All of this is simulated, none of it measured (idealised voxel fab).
process module | voxel gate over fins
cross-section cut | 300 nm wide | cells 5 nm
A cross-section is a grid of square cells, given in bands from the top down. A band is one or more rows of cells.
Each band's line starts with the height of the band's top and of its bottom, in nm. Then come its materials from left to right, each with its width in nm. One material with "throughout" fills the band from edge to edge. "air" is empty space.
Height 0 is the level under which the wafer as received is all one material. The lowest band goes on downwards, as in "0 down".
A width such as "30 to 40" changes by the same amount from each row of cells to the next, from the band's top row to its bottom row.
"no change" after a step means that no cell of the cross-section changed.
closed voids: empty space of 8 cells or more with no open way to the top, each as width x height at its distance from the left edge, in nm
after a step's settings: what the simulator itself notes on the step
overlay nm, on a step with a mask: how far to the right of its planned place the mask lay; to the left if negative
Each pair below shows a cross-section before one step and the cross-section after it, down to the lowest band that changed. The line under each pair gives the step between them, with its settings. The pairs can come from different runs of this module on the same starting wafer, so a pair continues from the pair above only where its "before" says so.
before
  5 to 0: air 90 | SiN 15 | air 10 | SiO2 15 | air 10 | SiN 15 | air 35 | SiN 15 | air 95
  0 to -25: air 90 | SiO2 5 | Si 5 | SiO2 5 | air 10 | SiO2 15 | air 10 | SiO2 5 | Si 5 | SiO2 5 | air 35 | SiO2 5 | Si 5 | SiO2 5 | air 95
  -25 to -30: W 85 | TiN 5 | SiO2 5 | Si 5 | SiO2 5 | TiN 10 | SiO2 15 | TiN 10 | SiO2 5 | Si 5 | SiO2 5 | TiN 5 | W 25 | TiN 5 | SiO2 5 | Si 5 | SiO2 5 | TiN 5 | W 90
  -30 to -35: TiN 90 | SiO2 5 | Si 5 | SiO2 5 | TiN 10 | SiO2 15 | TiN 10 | SiO2 5 | Si 5 | SiO2 5 | TiN 35 | SiO2 5 | Si 5 | SiO2 5 | TiN 95
  -35 to -45: SiO2 95 | Si 5 | SiO2 45 | Si 5 | SiO2 45 | Si 5 | SiO2 100
  -45 down: Si throughout
  closed voids: none
after
  10 to 5: SiO2 throughout
  5 to 0: SiO2 90 | SiN 15 | SiO2 35 | SiN 15 | SiO2 35 | SiN 15 | SiO2 95
  0 to -25: SiO2 95 | Si 5 | SiO2 45 | Si 5 | SiO2 45 | Si 5 | SiO2 100
  below -25: unchanged
  closed voids: none
the step between: op FILL_DEP | material SiO2 | thk nm 5
before: the cross-section after the pair above
after
  5 to 0: SiO2 90 | SiN 15 | SiO2 35 | SiN 15 | SiO2 35 | SiN 15 | SiO2 95
  below 0: unchanged
  closed voids: none
the step between: op CMP | height nm 5
before: the cross-section after the pair above
after
  5 to 0: air 90 | SiN 15 | air 35 | SiN 15 | air 35 | SiN 15 | air 95
  0 to -15: air 95 | Si 5 | air 45 | Si 5 | air 45 | Si 5 | air 100
  below -15: unchanged
  closed voids: none
the step between: op SELECTIVE_ETCH | etch materials SiO2 | depth nm 20
before: the cross-section after the pair above
after
  0 to -15: air 95 | Si 5 | air 45 | Si 5 | air 45 | Si 5 | air 100
  below -15: unchanged
  closed voids: none
the step between: op STRIP | etch materials SiN
before: the cross-section after the pair above
after
  5 to 0: air 90 | HfO2 15 | air 35 | HfO2 15 | air 35 | HfO2 15 | air 95
  0 to -10: air 90 | HfO2 5 | Si 5 | HfO2 5 | air 35 | HfO2 5 | Si 5 | HfO2 5 | air 35 | HfO2 5 | Si 5 | HfO2 5 | air 95
  -10 to -15: HfO2 95 | Si 5 | HfO2 45 | Si 5 | HfO2 45 | Si 5 | HfO2 100
  below -15: unchanged
  closed voids: none
the step between: op CONFORMAL_DEP | material HfO2 | thk nm 5
before: the cross-section after the pair above
after
  10 to 5: air 85 | TiN 25 | air 25 | TiN 25 | air 25 | TiN 25 | air 90
  5 to 0: air 85 | TiN 5 | HfO2 15 | TiN 5 | air 25 | TiN 5 | HfO2 15 | TiN 5 | air 25 | TiN 5 | HfO2 15 | TiN 5 | air 90
  0 to -5: air 85 | TiN 5 | HfO2 5 | Si 5 | HfO2 5 | TiN 5 | air 25 | TiN 5 | HfO2 5 | Si 5 | HfO2 5 | TiN 5 | air 25 | TiN 5 | HfO2 5 | Si 5 | HfO2 5 | TiN 5 | air 90
  -5 to -10: TiN 90 | HfO2 5 | Si 5 | HfO2 5 | TiN 35 | HfO2 5 | Si 5 | HfO2 5 | TiN 35 | HfO2 5 | Si 5 | HfO2 5 | TiN 95
  below -10: unchanged
  closed voids: none
the step between: op CONFORMAL_DEP | material TiN | thk nm 5
before: the cross-section after the pair above
after
  15 to 10: air 80 | TiAl 35 | air 15 | TiAl 35 | air 15 | TiAl 35 | air 85
  10 to 5: air 80 | TiAl 5 | TiN 25 | TiAl 5 | air 15 | TiAl 5 | TiN 25 | TiAl 5 | air 15 | TiAl 5 | TiN 25 | TiAl 5 | air 85
  5 to 0: air 80 | TiAl 5 | TiN 5 | HfO2 15 | TiN 5 | TiAl 5 | air 15 | TiAl 5 | TiN 5 | HfO2 15 | TiN 5 | TiAl 5 | air 15 | TiAl 5 | TiN 5 | HfO2 15 | TiN 5 | TiAl 5 | air 85
  0 to -5: TiAl 85 | TiN 5 | HfO2 5 | Si 5 | HfO2 5 | TiN 5 | TiAl 25 | TiN 5 | HfO2 5 | Si 5 | HfO2 5 | TiN 5 | TiAl 25 | TiN 5 | HfO2 5 | Si 5 | HfO2 5 | TiN 5 | TiAl 90
  below -5: unchanged
  closed voids: none
the step between: op CONFORMAL_DEP | material TiAl | thk nm 5
before: the cross-section after the pair above
after
  20 to 15: air 75 | TiN 45 | air 5 | TiN 45 | air 5 | TiN 45 | air 80
  15 to 10: air 75 | TiN 5 | TiAl 35 | TiN 5 | air 5 | TiN 5 | TiAl 35 | TiN 5 | air 5 | TiN 5 | TiAl 35 | TiN 5 | air 80
  10 to 5: air 75 | TiN 5 | TiAl 5 | TiN 25 | TiAl 5 | TiN 5 | air 5 | TiN 5 | TiAl 5 | TiN 25 | TiAl 5 | TiN 5 | air 5 | TiN 5 | TiAl 5 | TiN 25 | TiAl 5 | TiN 5 | air 80
  5 to 0: TiN 80 | TiAl 5 | TiN 5 | HfO2 15 | TiN 5 | TiAl 5 | TiN 15 | TiAl 5 | TiN 5 | HfO2 15 | TiN 5 | TiAl 5 | TiN 15 | TiAl 5 | TiN 5 | HfO2 15 | TiN 5 | TiAl 5 | TiN 85
  below 0: unchanged
  closed voids: none
the step between: op CONFORMAL_DEP | material TiN | thk nm 5
before: the cross-section after the pair above
after
  30 to 20: W throughout
  20 to 15: W 75 | TiN 45 | W 5 | TiN 45 | W 5 | TiN 45 | W 80
  15 to 10: W 75 | TiN 5 | TiAl 35 | TiN 5 | W 5 | TiN 5 | TiAl 35 | TiN 5 | W 5 | TiN 5 | TiAl 35 | TiN 5 | W 80
  10 to 5: W 75 | TiN 5 | TiAl 5 | TiN 25 | TiAl 5 | TiN 5 | W 5 | TiN 5 | TiAl 5 | TiN 25 | TiAl 5 | TiN 5 | W 5 | TiN 5 | TiAl 5 | TiN 25 | TiAl 5 | TiN 5 | W 80
  below 5: unchanged
  closed voids: none
the step between: op FILL_DEP | material W | thk nm 10
before: the cross-section after the pair above
after
  25 to 20: W throughout
  below 20: unchanged
  closed voids: none
the step between: op CMP | height nm 25
before: the cross-section after the pair above
after
  30 to 25: SiCN throughout
  below 25: unchanged
  closed voids: none
the step between: op CONFORMAL_DEP | material SiCN | thk nm 5
